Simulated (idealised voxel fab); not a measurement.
You're looking at the process module voxel transistor to metal.
We display cut, a cross-section 185 nm in width whose square cells are each 5 nm.
A cross-section is a grid of square cells, given in bands from the top down. A band is one or more rows of cells.
Read a band's entry like this: the first values are the height of its top and the height of its bottom in nm, and what follows is the sequence of materials from left to right, each with its width in nm. Note that "blank" is empty space, and that a single material marked "all across" reaches across the band from edge to edge.
Beneath 0, the wafer as received is one material, and that level is where height counting begins. The lowest band goes on downward without a bottom; it is written like "0 nm and below".
Width spec "30 to 40" -> top row of cells at first value, bottom row at second value, equal per-row change in between.
For the purposes of this document, the phrase "nothing different" attached to a step denotes that no cell within the cross-section was modified by that step.
Entry "Completely sealed voids" = empty spaces >= 8 cells with no open way to the top; each as width x height at distance, distance from left edge, all nm.
If you see something after the settings on a step's line, that's the simulator's own remark about that step.
For masked steps, "overlay nm" on the step line gives how far right of plan the mask actually lay; a minus sign means it lay to the left.
Every pair from here on: before one process step, after it. The after cross-section reaches only to the lowest band that changed. Below the pair: the step in between and its settings. Pairs can belong to different runs of this module on the same starting wafer; a pair carries on from the pair above only if the entry headed "Geometry before processing" says so.
Geometry before processing:
30 nm to 20 nm = 70 of blank, then 5 of SiO2, then 30 of SiCN, then 5 of SiO2, then 75 of blank
20 nm to 0 nm = 70 of blank, then 5 of SiO2, then 30 of polySi, then 5 of SiO2, then 75 of blank
0 nm to -5 nm = 30 of SiO2, then 40 of blank, then 5 of SiO2, then 30 of polySi, then 5 of SiO2, then 50 of blank, then 25 of SiO2
-5 nm to -10 nm = SiO2 all across
-10 nm to -40 nm = 25 of SiO2, then 135 of Si, then 25 of SiO2
-40 nm and below = Si all across
Completely sealed voids: none
After:
40 nm to 30 nm = 60 of blank, then 60 of SiN, then 65 of blank
30 nm to 20 nm = 60 of blank, then 10 of SiN, then 5 of SiO2, then 30 of SiCN, then 5 of SiO2, then 10 of SiN, then 65 of blank
20 nm to 10 nm = 60 of blank, then 10 of SiN, then 5 of SiO2, then 30 of polySi, then 5 of SiO2, then 10 of SiN, then 65 of blank
10 nm to 5 nm = 40 of SiN, then 20 of blank, then 10 of SiN, then 5 of SiO2, then 30 of polySi, then 5 of SiO2, then 10 of SiN, then 30 of blank, then 35 of SiN
5 nm to 0 nm = 70 of SiN, then 5 of SiO2, then 30 of polySi, then 5 of SiO2, then 75 of SiN
0 nm to -5 nm = 30 of SiO2, then 40 of SiN, then 5 of SiO2, then 30 of polySi, then 5 of SiO2, then 50 of SiN, then 25 of SiO2
Whatever lies below -5 is exactly as it was before.
Completely sealed voids: none
Which process step falls between the two cross-sections above? CONFORMAL_DEP, material SiN, thk nm 10
Geometry before processing: see preceding pair, after cross-section.
After:
30 nm to 20 nm = 60 of blank, then 10 of SiN, then 5 of SiO2, then 30 of SiCN, then 5 of SiO2, then 10 of SiN, then 65 of blank
20 nm to 0 nm = 60 of blank, then 10 of SiN, then 5 of SiO2, then 30 of polySi, then 5 of SiO2, then 10 of SiN, then 65 of blank
0 nm to -5 nm = 30 of SiO2, then 10 of SiN, then 20 of blank, then 10 of SiN, then 5 of SiO2, then 30 of polySi, then 5 of SiO2, then 10 of SiN, then 30 of blank, then 10 of SiN, then 25 of SiO2
Whatever lies below -5 is exactly as it was before.
Completely sealed voids: none
Which process step falls between the two cross-sections above? DIRECTIONAL_ETCH, etch materials SiN, depth nm 10
Geometry before processing: see preceding pair, after cross-section.
After:
30 nm to 25 nm = 60 of blank, then 10 of SiN, then 5 of blank, then 30 of SiCN, then 5 of blank, then 10 of SiN, then 65 of blank
25 nm to 20 nm = 60 of blank, then 10 of SiN, then 5 of SiO2, then 30 of SiCN, then 5 of SiO2, then 10 of SiN, then 65 of blank
20 nm to 0 nm = 60 of blank, then 10 of SiN, then 5 of SiO2, then 30 of polySi, then 5 of SiO2, then 10 of SiN, then 65 of blank
0 nm to -5 nm = 30 of blank, then 10 of SiN, then 20 of blank, then 10 of SiN, then 5 of SiO2, then 30 of polySi, then 5 of SiO2, then 10 of SiN, then 30 of blank, then 10 of SiN, then 25 of blank
-5 nm to -10 nm = 40 of SiO2, then 20 of blank, then 60 of SiO2, then 30 of blank, then 35 of SiO2
Whatever lies below -10 is exactly as it was before.
Completely sealed voids: none
Which process step falls between the two cross-sections above? DIRECTIONAL_ETCH, etch materials SiO2, depth nm 5
Geometry before processing: see preceding pair, after cross-section.
After:
30 nm to 25 nm = 60 of blank, then 10 of SiN, then 5 of blank, then 30 of SiCN, then 5 of blank, then 10 of SiN, then 65 of blank
25 nm to 20 nm = 60 of blank, then 10 of SiN, then 5 of SiO2, then 30 of SiCN, then 5 of SiO2, then 10 of SiN, then 65 of blank
20 nm to 0 nm = 60 of blank, then 10 of SiN, then 5 of SiO2, then 30 of polySi, then 5 of SiO2, then 10 of SiN, then 65 of blank
0 nm to -5 nm = 30 of blank, then 10 of SiN, then 20 of blank, then 10 of SiN, then 5 of SiO2, then 30 of polySi, then 5 of SiO2, then 10 of SiN, then 30 of blank, then 10 of SiN, then 25 of blank
-5 nm to -10 nm = 40 of SiO2, then 20 of blank, then 60 of SiO2, then 30 of blank, then 35 of SiO2
-10 nm to -15 nm = 25 of SiO2, then 15 of Si, then 20 of blank, then 60 of Si, then 30 of blank, then 10 of Si, then 25 of SiO2
Whatever lies below -15 is exactly as it was before.
Completely sealed voids: none
Which process step falls between the two cross-sections above? DIRECTIONAL_ETCH, etch materials Si, depth nm 5
Geometry before processing: see preceding pair, after cross-section.
After:
30 nm to 25 nm = 60 of blank, then 10 of SiN, then 5 of blank, then 30 of SiCN, then 5 of blank, then 10 of SiN, then 65 of blank
25 nm to 20 nm = 60 of blank, then 10 of SiN, then 5 of SiO2, then 30 of SiCN, then 5 of SiO2, then 10 of SiN, then 65 of blank
20 nm to 0 nm = 60 of blank, then 10 of SiN, then 5 of SiO2, then 30 of polySi, then 5 of SiO2, then 10 of SiN, then 65 of blank
0 nm to -5 nm = 30 of blank, then 10 of SiN, then 20 of blank, then 10 of SiN, then 5 of SiO2, then 30 of polySi, then 5 of SiO2, then 10 of SiN, then 30 of blank, then 10 of SiN, then 25 of blank
-5 nm to -10 nm = 40 of SiO2, then 5 of pSi, then 10 of blank, then 5 of pSi, then 60 of SiO2, then 5 of pSi, then 20 of blank, then 5 of pSi, then 35 of SiO2
-10 nm to -15 nm = 25 of SiO2, then 15 of Si, then 20 of pSi, then 60 of Si, then 30 of pSi, then 10 of Si, then 25 of SiO2
Whatever lies below -15 is exactly as it was before.
Completely sealed voids: none
Which process step falls between the two cross-sections above? EPI, material pSi, thk nm 5
Geometry before processing: see preceding pair, after cross-section.
After:
40 nm to 30 nm = SiO2 all across
30 nm to 20 nm = 60 of SiO2, then 10 of SiN, then 5 of SiO2, then 30 of SiCN, then 5 of SiO2, then 10 of SiN, then 65 of SiO2
20 nm to 0 nm = 60 of SiO2, then 10 of SiN, then 5 of SiO2, then 30 of polySi, then 5 of SiO2, then 10 of SiN, then 65 of SiO2
0 nm to -5 nm = 30 of SiO2, then 10 of SiN, then 20 of SiO2, then 10 of SiN, then 5 of SiO2, then 30 of polySi, then 5 of SiO2, then 10 of SiN, then 30 of SiO2, then 10 of SiN, then 25 of SiO2
-5 nm to -10 nm = 40 of SiO2, then 5 of pSi, then 10 of SiO2, then 5 of pSi, then 60 of SiO2, then 5 of pSi, then 20 of SiO2, then 5 of pSi, then 35 of SiO2
Whatever lies below -10 is exactly as it was before.
Completely sealed voids: none
Which process step falls between the two cross-sections above? FILL_DEP, material SiO2, thk nm 10
Geometry before processing: see preceding pair, after cross-section.
After:
20 nm to 0 nm = 60 of SiO2, then 10 of SiN, then 5 of SiO2, then 30 of polySi, then 5 of SiO2, then 10 of SiN, then 65 of SiO2
Whatever lies below 0 is exactly as it was before.
Completely sealed voids: none
Which process step falls between the two cross-sections above? CMP, height nm 20
Geometry before processing: see preceding pair, after cross-section.
After:
20 nm to 0 nm = 60 of SiO2, then 10 of SiN, then 5 of SiO2, then 30 of blank, then 5 of SiO2, then 10 of SiN, then 65 of SiO2
0 nm to -5 nm = 30 of SiO2, then 10 of SiN, then 20 of SiO2, then 10 of SiN, then 5 of SiO2, then 30 of blank, then 5 of SiO2, then 10 of SiN, then 30 of SiO2, then 10 of SiN, then 25 of SiO2
Whatever lies below -5 is exactly as it was before.
Completely sealed voids: none
Which process step falls between the two cross-sections above? STRIP, etch materials polySi
Geometry before processing: see preceding pair, after cross-section.
After:
20 nm to 15 nm = 60 of blank, then 10 of SiN, then 40 of blank, then 10 of SiN, then 65 of blank
15 nm to 0 nm = 60 of SiO2, then 10 of SiN, then 40 of blank, then 10 of SiN, then 65 of SiO2
0 nm to -5 nm = 30 of SiO2, then 10 of SiN, then 20 of SiO2, then 10 of SiN, then 40 of blank, then 10 of SiN, then 30 of SiO2, then 10 of SiN, then 25 of SiO2
-5 nm to -10 nm = 40 of SiO2, then 5 of pSi, then 10 of SiO2, then 5 of pSi, then 10 of SiO2, then 40 of blank, then 10 of SiO2, then 5 of pSi, then 20 of SiO2, then 5 of pSi, then 35 of SiO2
Whatever lies below -10 is exactly as it was before.
Completely sealed voids: none
Which process step falls between the two cross-sections above? SELECTIVE_ETCH, etch materials SiO2, depth nm 5
Geometry before processing: see preceding pair, after cross-section.
After:
25 nm to 20 nm = 55 of blank, then 20 of HfO2, then 30 of blank, then 20 of HfO2, then 60 of blank
20 nm to 15 nm = 60 of HfO2, then 10 of SiN, then 5 of HfO2, then 30 of blank, then 5 of HfO2, then 10 of SiN, then 65 of HfO2
15 nm to 0 nm = 60 of SiO2, then 10 of SiN, then 5 of HfO2, then 30 of blank, then 5 of HfO2, then 10 of SiN, then 65 of SiO2
0 nm to -5 nm = 30 of SiO2, then 10 of SiN, then 20 of SiO2, then 10 of SiN, then 5 of HfO2, then 30 of blank, then 5 of HfO2, then 10 of SiN, then 30 of SiO2, then 10 of SiN, then 25 of SiO2
-5 nm to -10 nm = 40 of SiO2, then 5 of pSi, then 10 of SiO2, then 5 of pSi, then 10 of SiO2, then 40 of HfO2, then 10 of SiO2, then 5 of pSi, then 20 of SiO2, then 5 of pSi, then 35 of SiO2
Whatever lies below -10 is exactly as it was before.
Completely sealed voids: none
Which process step falls between the two cross-sections above? CONFORMAL_DEP, material HfO2, thk nm 5
Geometry before processing: see preceding pair, after cross-section.
After:
30 nm to 25 nm = 50 of blank, then 30 of TiN, then 20 of blank, then 30 of TiN, then 55 of blank
25 nm to 20 nm = 55 of TiN, then 20 of HfO2, then 5 of TiN, then 20 of blank, then 5 of TiN, then 20 of HfO2, then 60 of TiN
20 nm to 15 nm = 60 of HfO2, then 10 of SiN, then 5 of HfO2, then 5 of TiN, then 20 of blank, then 5 of TiN, then 5 of HfO2, then 10 of SiN, then 65 of HfO2
15 nm to 0 nm = 60 of SiO2, then 10 of SiN, then 5 of HfO2, then 5 of TiN, then 20 of blank, then 5 of TiN, then 5 of HfO2, then 10 of SiN, then 65 of SiO2
0 nm to -5 nm = 30 of SiO2, then 10 of SiN, then 20 of SiO2, then 10 of SiN, then 5 of HfO2, then 30 of TiN, then 5 of HfO2, then 10 of SiN, then 30 of SiO2, then 10 of SiN, then 25 of SiO2
Whatever lies below -5 is exactly as it was before.
Completely sealed voids: none
Which process step falls between the two cross-sections above? CONFORMAL_DEP, material TiN, thk nm 5
Geometry before processing: see preceding pair, after cross-section.
After:
35 nm to 30 nm = W all across
30 nm to 25 nm = 50 of W, then 30 of TiN, then 20 of W, then 30 of TiN, then 55 of W
25 nm to 20 nm = 55 of TiN, then 20 of HfO2, then 5 of TiN, then 20 of W, then 5 of TiN, then 20 of HfO2, then 60 of TiN
20 nm to 15 nm = 60 of HfO2, then 10 of SiN, then 5 of HfO2, then 5 of TiN, then 20 of W, then 5 of TiN, then 5 of HfO2, then 10 of SiN, then 65 of HfO2
15 nm to 0 nm = 60 of SiO2, then 10 of SiN, then 5 of HfO2, then 5 of TiN, then 20 of W, then 5 of TiN, then 5 of HfO2, then 10 of SiN, then 65 of SiO2
Whatever lies below 0 is exactly as it was before.
Completely sealed voids: none
Which process step falls between the two cross-sections above? FILL_DEP, material W, thk nm 5
Geometry before processing: see preceding pair, after cross-section.
After:
15 nm to 0 nm = 60 of SiO2, then 10 of SiN, then 5 of HfO2, then 5 of TiN, then 20 of W, then 5 of TiN, then 5 of HfO2, then 10 of SiN, then 65 of SiO2
Whatever lies below 0 is exactly as it was before.
Completely sealed voids: none
Which process step falls between the two cross-sections above? CMP, height nm 15
Geometry before processing: see preceding pair, after cross-section.
After:
25 nm to 15 nm = SiO2 all across
Whatever lies below 15 is exactly as it was before.
Completely sealed voids: none
Which process step falls between the two cross-sections above? DIRECTIONAL_DEP, material SiO2, thk nm 10
Geometry before processing: see preceding pair, after cross-section.
After:
45 nm to 25 nm = 35 of resist, then 20 of blank, then 70 of resist, then 20 of blank, then 40 of resist
Whatever lies below 25 is exactly as it was before.
Completely sealed voids: none
Which process step falls between the two cross-sections above? PATTERN, tone open, mask id CONTACT, material resist, width nm 20, pitch nm 90, thk nm 20, overlay nm 0
Geometry before processing: see preceding pair, after cross-section.
After:
45 nm to 25 nm = 35 of resist, then 20 of blank, then 70 of resist, then 20 of blank, then 40 of resist
25 nm to 15 nm = 35 of SiO2, then 20 of blank, then 70 of SiO2, then 20 of blank, then 40 of SiO2
15 nm to 0 nm = 35 of SiO2, then 20 of blank, then 5 of SiO2, then 10 of SiN, then 5 of HfO2, then 5 of TiN, then 20 of W, then 5 of TiN, then 5 of HfO2, then 10 of SiN, then 5 of SiO2, then 20 of blank, then 40 of SiO2
0 nm to -5 nm = 30 of SiO2, then 10 of SiN, then 15 of blank, then 5 of SiO2, then 10 of SiN, then 5 of HfO2, then 30 of TiN, then 5 of HfO2, then 10 of SiN, then 5 of SiO2, then 20 of blank, then 5 of SiO2, then 10 of SiN, then 25 of SiO2
-5 nm to -10 nm = 40 of SiO2, then 5 of pSi, then 10 of blank, then 5 of pSi, then 10 of SiO2, then 40 of HfO2, then 10 of SiO2, then 5 of pSi, then 20 of blank, then 5 of pSi, then 35 of SiO2
Whatever lies below -10 is exactly as it was before.
Completely sealed voids: none
Which process step falls between the two cross-sections above? DIRECTIONAL_ETCH, etch materials SiO2, depth nm 35
Geometry before processing: see preceding pair, after cross-section.
After:
25 nm to 15 nm = 35 of SiO2, then 20 of blank, then 70 of SiO2, then 20 of blank, then 40 of SiO2
Whatever lies below 15 is exactly as it was before.
Completely sealed voids: none
Which process step falls between the two cross-sections above? STRIP, etch materials resist
Geometry before processing: see preceding pair, after cross-section.
After:
30 nm to 25 nm = 40 of TiN, then 10 of blank, then 80 of TiN, then 10 of blank, then 45 of TiN
25 nm to 15 nm = 35 of SiO2, then 5 of TiN, then 10 of blank, then 5 of TiN, then 70 of SiO2, then 5 of TiN, then 10 of blank, then 5 of TiN, then 40 of SiO2
15 nm to 5 nm = 35 of SiO2, then 5 of TiN, then 10 of blank, then 5 of TiN, then 5 of SiO2, then 10 of SiN, then 5 of HfO2, then 5 of TiN, then 20 of W, then 5 of TiN, then 5 of HfO2, then 10 of SiN, then 5 of SiO2, then 5 of TiN, then 10 of blank, then 5 of TiN, then 40 of SiO2
5 nm to 0 nm = 35 of SiO2, then 10 of TiN, then 5 of blank, then 5 of TiN, then 5 of SiO2, then 10 of SiN, then 5 of HfO2, then 5 of TiN, then 20 of W, then 5 of TiN, then 5 of HfO2, then 10 of SiN, then 5 of SiO2, then 5 of TiN, then 10 of blank, then 5 of TiN, then 40 of SiO2
0 nm to -5 nm = 30 of SiO2, then 10 of SiN, then 15 of TiN, then 5 of SiO2, then 10 of SiN, then 5 of HfO2, then 30 of TiN, then 5 of HfO2, then 10 of SiN, then 5 of SiO2, then 5 of TiN, then 10 of blank, then 5 of TiN, then 5 of SiO2, then 10 of SiN, then 25 of SiO2
-5 nm to -10 nm = 40 of SiO2, then 5 of pSi, then 10 of TiN, then 5 of pSi, then 10 of SiO2, then 40 of HfO2, then 10 of SiO2, then 5 of pSi, then 20 of TiN, then 5 of pSi, then 35 of SiO2
Whatever lies below -10 is exactly as it was before.
Completely sealed voids: none
Which process step falls between the two cross-sections above? CONFORMAL_DEP, material TiN, thk nm 5
Geometry before processing: see preceding pair, after cross-section.
After:
35 nm to 30 nm = Ru all across
30 nm to 25 nm = 40 of TiN, then 10 of Ru, then 80 of TiN, then 10 of Ru, then 45 of TiN
25 nm to 15 nm = 35 of SiO2, then 5 of TiN, then 10 of Ru, then 5 of TiN, then 70 of SiO2, then 5 of TiN, then 10 of Ru, then 5 of TiN, then 40 of SiO2
15 nm to 5 nm = 35 of SiO2, then 5 of TiN, then 10 of Ru, then 5 of TiN, then 5 of SiO2, then 10 of SiN, then 5 of HfO2, then 5 of TiN, then 20 of W, then 5 of TiN, then 5 of HfO2, then 10 of SiN, then 5 of SiO2, then 5 of TiN, then 10 of Ru, then 5 of TiN, then 40 of SiO2
5 nm to 0 nm = 35 of SiO2, then 10 of TiN, then 5 of Ru, then 5 of TiN, then 5 of SiO2, then 10 of SiN, then 5 of HfO2, then 5 of TiN, then 20 of W, then 5 of TiN, then 5 of HfO2, then 10 of SiN, then 5 of SiO2, then 5 of TiN, then 10 of Ru, then 5 of TiN, then 40 of SiO2
0 nm to -5 nm = 30 of SiO2, then 10 of SiN, then 15 of TiN, then 5 of SiO2, then 10 of SiN, then 5 of HfO2, then 30 of TiN, then 5 of HfO2, then 10 of SiN, then 5 of SiO2, then 5 of TiN, then 10 of Ru, then 5 of TiN, then 5 of SiO2, then 10 of SiN, then 25 of SiO2
Whatever lies below -5 is exactly as it was before.
Completely sealed voids: none
Which process step falls between the two cross-sections above? FILL_DEP, material Ru, thk nm 5
Geometry before processing: see preceding pair, after cross-section.
After:
25 nm to 15 nm = 35 of SiO2, then 5 of TiN, then 10 of Ru, then 5 of TiN, then 70 of SiO2, then 5 of TiN, then 10 of Ru, then 5 of TiN, then 40 of SiO2
Whatever lies below 15 is exactly as it was before.
Completely sealed voids: none
Which process step falls between the two cross-sections above? CMP, height nm 25
Geometry before processing: see preceding pair, after cross-section.
After:
30 nm to 25 nm = TiN all across
Whatever lies below 25 is exactly as it was before.
Completely sealed voids: none
Which process step falls between the two cross-sections above? DIRECTIONAL_DEP, material TiN, thk nm 5
Geometry before processing: see preceding pair, after cross-section.
After:
50 nm to 30 nm = Ru all across
Whatever lies below 30 is exactly as it was before.
Completely sealed voids: none
Which process step falls between the two cross-sections above? DIRECTIONAL_DEP, material Ru, thk nm 20
Geometry before processing: see preceding pair, after cross-section.
After:
50 nm to 30 nm = 35 of blank, then 20 of Ru, then 70 of blank, then 20 of Ru, then 40 of blank
Whatever lies below 30 is exactly as it was before.
Completely sealed voids: none
Which process step falls between the two cross-sections above? MASKED_ETCH, tone cover, mask id METAL_1, width nm 20, pitch nm 90, etch materials Ru, depth nm 20, overlay nm 0
Geometry before processing: see preceding pair, after cross-section.
After:
50 nm to 30 nm = 35 of blank, then 20 of Ru, then 70 of blank, then 20 of Ru, then 40 of blank
30 nm to 25 nm = 35 of blank, then 20 of TiN, then 70 of blank, then 20 of TiN, then 40 of blank
Whatever lies below 25 is exactly as it was before.
Completely sealed voids: none
Which process step falls between the two cross-sections above? MASKED_ETCH, tone cover, mask id METAL_1, width nm 20, pitch nm 90, etch materials TiN, depth nm 5, overlay nm 0
Geometry before processing: see preceding pair, after cross-section.
After:
55 nm to 50 nm = SiO2 all across
50 nm to 30 nm = 35 of SiO2, then 20 of Ru, then 70 of SiO2, then 20 of Ru, then 40 of SiO2
30 nm to 25 nm = 35 of SiO2, then 20 of TiN, then 70 of SiO2, then 20 of TiN, then 40 of SiO2
Whatever lies below 25 is exactly as it was before.
Completely sealed voids: none
Which process step falls between the two cross-sections above? FILL_DEP, material SiO2, thk nm 5
Geometry before processing: see preceding pair, after cross-section.
After:
50 nm to 30 nm = 35 of SiO2, then 20 of Ru, then 70 of SiO2, then 20 of Ru, then 40 of SiO2
Whatever lies below 30 is exactly as it was before.
Completely sealed voids: none
Which process step falls between the two cross-sections above? CMP, height nm 50
Geometry before processing: see preceding pair, after cross-section.
After:
55 nm to 50 nm = SiN all across
Whatever lies below 50 is exactly as it was before.
Completely sealed voids: none
Which process step falls between the two cross-sections above? CONFORMAL_DEP, material SiN, thk nm 5
Geometry before processing:
50 nm to 30 nm = 35 of SiO2, then 20 of Ru, then 70 of SiO2, then 20 of Ru, then 40 of SiO2
30 nm to 25 nm = 35 of SiO2, then 20 of TiN, then 70 of SiO2, then 20 of TiN, then 40 of SiO2
25 nm to 15 nm = 35 of SiO2, then 5 of TiN, then 10 of Ru, then 5 of TiN, then 70 of SiO2, then 5 of TiN, then 10 of Ru, then 5 of TiN, then 40 of SiO2
15 nm to 0 nm = 35 of SiO2, then 5 of TiN, then 10 of Ru, then 5 of TiN, then 5 of SiO2, then 10 of SiN, then 5 of HfO2, then 5 of TiN, then 20 of W, then 5 of TiN, then 5 of HfO2, then 10 of SiN, then 5 of SiO2, then 5 of TiN, then 10 of Ru, then 5 of TiN, then 40 of SiO2
0 nm to -5 nm = 25 of SiO2, then 10 of SiN, then 10 of TiN, then 5 of Ru, then 5 of TiN, then 5 of SiO2, then 10 of SiN, then 5 of HfO2, then 30 of TiN, then 5 of HfO2, then 10 of SiN, then 5 of SiO2, then 5 of TiN, then 5 of Ru, then 10 of TiN, then 10 of SiN, then 30 of SiO2
-5 nm to -10 nm = 35 of SiO2, then 5 of pSi, then 15 of TiN, then 5 of pSi, then 10 of SiO2, then 40 of HfO2, then 10 of SiO2, then 5 of pSi, then 15 of TiN, then 5 of pSi, then 40 of SiO2
-10 nm to -15 nm = 25 of SiO2, then 10 of Si, then 25 of pSi, then 60 of Si, then 25 of pSi, then 10 of Si, then 30 of SiO2
-15 nm to -40 nm = 25 of SiO2, then 130 of Si, then 30 of SiO2
-40 nm and below = Si all across
Completely sealed voids: none
After:
55 nm to 50 nm = HfO2 all across
Whatever lies below 50 is exactly as it was before.
Completely sealed voids: none
Which process step falls between the two cross-sections above? CONFORMAL_DEP, material HfO2, thk nm 5
Geometry before processing:
15 nm to 0 nm = SiN all across
0 nm to -5 nm = SiO2 all across
-5 nm and below = Si all across
Completely sealed voids: none
After:
15 nm to 0 nm = 25 of SiN, then 130 of blank, then 30 of SiN
Whatever lies below 0 is exactly as it was before.
Completely sealed voids: none
Which process step falls between the two cross-sections above? MASKED_ETCH, tone open, mask id ACTIVE, width nm 130, etch materials SiN, depth nm 15, overlay nm 0
Geometry before processing: see preceding pair, after cross-section.
After:
25 nm to 15 nm = SiO2 all across
15 nm to 0 nm = 25 of SiN, then 130 of SiO2, then 30 of SiN
Whatever lies below 0 is exactly as it was before.
Completely sealed voids: none
Which process step falls between the two cross-sections above? FILL_DEP, material SiO2, thk nm 10
Geometry before processing: see preceding pair, after cross-section.
After:
15 nm to 0 nm = 25 of SiN, then 130 of SiO2, then 30 of SiN
Whatever lies below 0 is exactly as it was before.
Completely sealed voids: none
Which process step falls between the two cross-sections above? CMP, height nm 15
Geometry before processing: see preceding pair, after cross-section.
After:
15 nm to 5 nm = 25 of SiN, then 130 of blank, then 30 of SiN
Whatever lies below 5 is exactly as it was before.
Completely sealed voids: none
Which process step falls between the two cross-sections above? SELECTIVE_ETCH, etch materials SiO2, depth nm 10
Geometry before processing: see preceding pair, after cross-section.
After:
5 nm to 0 nm = 25 of blank, then 130 of SiO2, then 30 of blank
Whatever lies below 0 is exactly as it was before.
Completely sealed voids: none
Which process step falls between the two cross-sections above? STRIP, etch materials SiN
Geometry before processing: see preceding pair, after cross-section.
After:
0 nm to -5 nm = 30 of blank, then 120 of SiO2, then 35 of blank
Whatever lies below -5 is exactly as it was before.
Completely sealed voids: none
Which process step falls between the two cross-sections above? SELECTIVE_ETCH, etch materials SiO2, depth nm 5
Geometry before processing: see preceding pair, after cross-section.
After:
0 nm to -5 nm = 30 of blank, then 120 of SiO2, then 35 of blank
-5 nm to -10 nm = 35 of SiO2, then 110 of Si, then 40 of SiO2
Whatever lies below -10 is exactly as it was before.
Completely sealed voids: none
Which process step falls between the two cross-sections above? OXIDIZE, depth nm 5
Geometry before processing: see preceding pair, after cross-section.
After:
25 nm to 20 nm = 30 of blank, then 120 of polySi, then 35 of blank
20 nm to 0 nm = polySi all across
0 nm to -5 nm = 30 of polySi, then 120 of SiO2, then 35 of polySi
Whatever lies below -5 is exactly as it was before.
Completely sealed voids: none
Which process step falls between the two cross-sections above? DIRECTIONAL_DEP, material polySi, thk nm 25
Geometry before processing: see preceding pair, after cross-section.
After:
35 nm to 30 nm = 30 of blank, then 120 of SiCN, then 35 of blank
30 nm to 25 nm = SiCN all across
25 nm to 20 nm = 30 of SiCN, then 120 of polySi, then 35 of SiCN
Whatever lies below 20 is exactly as it was before.
Completely sealed voids: none
Which process step falls between the two cross-sections above? DIRECTIONAL_DEP, material SiCN, thk nm 10
Geometry before processing: see preceding pair, after cross-section.
After:
50 nm to 45 nm = 30 of blank, then 120 of aC, then 35 of blank
45 nm to 35 nm = aC all across
35 nm to 30 nm = 30 of aC, then 120 of SiCN, then 35 of aC
Whatever lies below 30 is exactly as it was before.
Completely sealed voids: none
Which process step falls between the two cross-sections above? DIRECTIONAL_DEP, material aC, thk nm 15
Geometry before processing: see preceding pair, after cross-section.
After:
80 nm to 50 nm = 75 of blank, then 30 of resist, then 80 of blank
Whatever lies below 50 is exactly as it was before.
Completely sealed voids: none
Which process step falls between the two cross-sections above? PATTERN, tone cover, mask id GATE, material resist, width nm 30, thk nm 30, overlay nm 0
Geometry before processing: see preceding pair, after cross-section.
After:
65 nm to 50 nm = 75 of blank, then 30 of resist, then 80 of blank
50 nm to 35 nm = 75 of blank, then 30 of aC, then 80 of blank
35 nm to 30 nm = 30 of blank, then 120 of SiCN, then 35 of blank
Whatever lies below 30 is exactly as it was before.
Completely sealed voids: none
Which process step falls between the two cross-sections above? DIRECTIONAL_ETCH, etch materials aC, depth nm 15
Geometry before processing: see preceding pair, after cross-section.
After:
50 nm to 35 nm = 75 of blank, then 30 of aC, then 80 of blank
Whatever lies below 35 is exactly as it was before.
Completely sealed voids: none
Which process step falls between the two cross-sections above? STRIP, etch materials resist
Geometry before processing: see preceding pair, after cross-section.
After:
50 nm to 35 nm = 75 of blank, then 30 of aC, then 80 of blank
35 nm to 25 nm = 75 of blank, then 30 of SiCN, then 80 of blank
25 nm to 20 nm = 30 of blank, then 120 of polySi, then 35 of blank
Whatever lies below 20 is exactly as it was before.
Completely sealed voids: none
Which process step falls between the two cross-sections above? DIRECTIONAL_ETCH, etch materials SiCN, depth nm 20
Geometry before processing: see preceding pair, after cross-section.
After:
50 nm to 35 nm = 75 of blank, then 30 of aC, then 80 of blank
35 nm to 25 nm = 75 of blank, then 30 of SiCN, then 80 of blank
25 nm to 0 nm = 75 of blank, then 30 of polySi, then 80 of blank
0 nm to -5 nm = 30 of blank, then 120 of SiO2, then 35 of blank
Whatever lies below -5 is exactly as it was before.
Completely sealed voids: none
Which process step falls between the two cross-sections above? DIRECTIONAL_ETCH, etch materials polySi, depth nm 35
Geometry before processing: see preceding pair, after cross-section.
After:
35 nm to 25 nm = 75 of blank, then 30 of SiCN, then 80 of blank
Whatever lies below 25 is exactly as it was before.
Completely sealed voids: none
Which process step falls between the two cross-sections above? STRIP, etch materials aC
Geometry before processing: see preceding pair, after cross-section.
After:
40 nm to 35 nm = 70 of blank, then 40 of SiO2, then 75 of blank
35 nm to 25 nm = 70 of blank, then 5 of SiO2, then 30 of SiCN, then 5 of SiO2, then 75 of blank
25 nm to 5 nm = 70 of blank, then 5 of SiO2, then 30 of polySi, then 5 of SiO2, then 75 of blank
5 nm to 0 nm = 25 of blank, then 50 of SiO2, then 30 of polySi, then 50 of SiO2, then 30 of blank
0 nm to -5 nm = SiO2 all across
Whatever lies below -5 is exactly as it was before.
Completely sealed voids: none
Which process step falls between the two cross-sections above? CONFORMAL_DEP, material SiO2, thk nm 5
Geometry before processing: see preceding pair, after cross-section.
After:
35 nm to 25 nm = 70 of blank, then 5 of SiO2, then 30 of SiCN, then 5 of SiO2, then 75 of blank
25 nm to 0 nm = 70 of blank, then 5 of SiO2, then 30 of polySi, then 5 of SiO2, then 75 of blank
0 nm to -5 nm = 25 of blank, then 130 of SiO2, then 30 of blank
Whatever lies below -5 is exactly as it was before.
Completely sealed voids: none
Which process step falls between the two cross-sections above? DIRECTIONAL_ETCH, etch materials SiO2, depth nm 5
Geometry before processing: see preceding pair, after cross-section.
After:
45 nm to 35 nm = 60 of blank, then 60 of SiN, then 65 of blank
35 nm to 25 nm = 60 of blank, then 10 of SiN, then 5 of SiO2, then 30 of SiCN, then 5 of SiO2, then 10 of SiN, then 65 of blank
25 nm to 10 nm = 60 of blank, then 10 of SiN, then 5 of SiO2, then 30 of polySi, then 5 of SiO2, then 10 of SiN, then 65 of blank
10 nm to 5 nm = 15 of blank, then 55 of SiN, then 5 of SiO2, then 30 of polySi, then 5 of SiO2, then 55 of SiN, then 20 of blank
5 nm to 0 nm = 70 of SiN, then 5 of SiO2, then 30 of polySi, then 5 of SiO2, then 75 of SiN
0 nm to -5 nm = 25 of SiN, then 130 of SiO2, then 30 of SiN
Whatever lies below -5 is exactly as it was before.
Completely sealed voids: none
Which process step falls between the two cross-sections above? CONFORMAL_DEP, material SiN, thk nm 10
Geometry before processing: see preceding pair, after cross-section.
After:
35 nm to 25 nm = 60 of blank, then 10 of SiN, then 5 of SiO2, then 30 of SiCN, then 5 of SiO2, then 10 of SiN, then 65 of blank
25 nm to 0 nm = 60 of blank, then 10 of SiN, then 5 of SiO2, then 30 of polySi, then 5 of SiO2, then 10 of SiN, then 65 of blank
0 nm to -5 nm = 15 of blank, then 10 of SiN, then 130 of SiO2, then 10 of SiN, then 20 of blank
Whatever lies below -5 is exactly as it was before.
Completely sealed voids: none
Which process step falls between the two cross-sections above? DIRECTIONAL_ETCH, etch materials SiN, depth nm 10
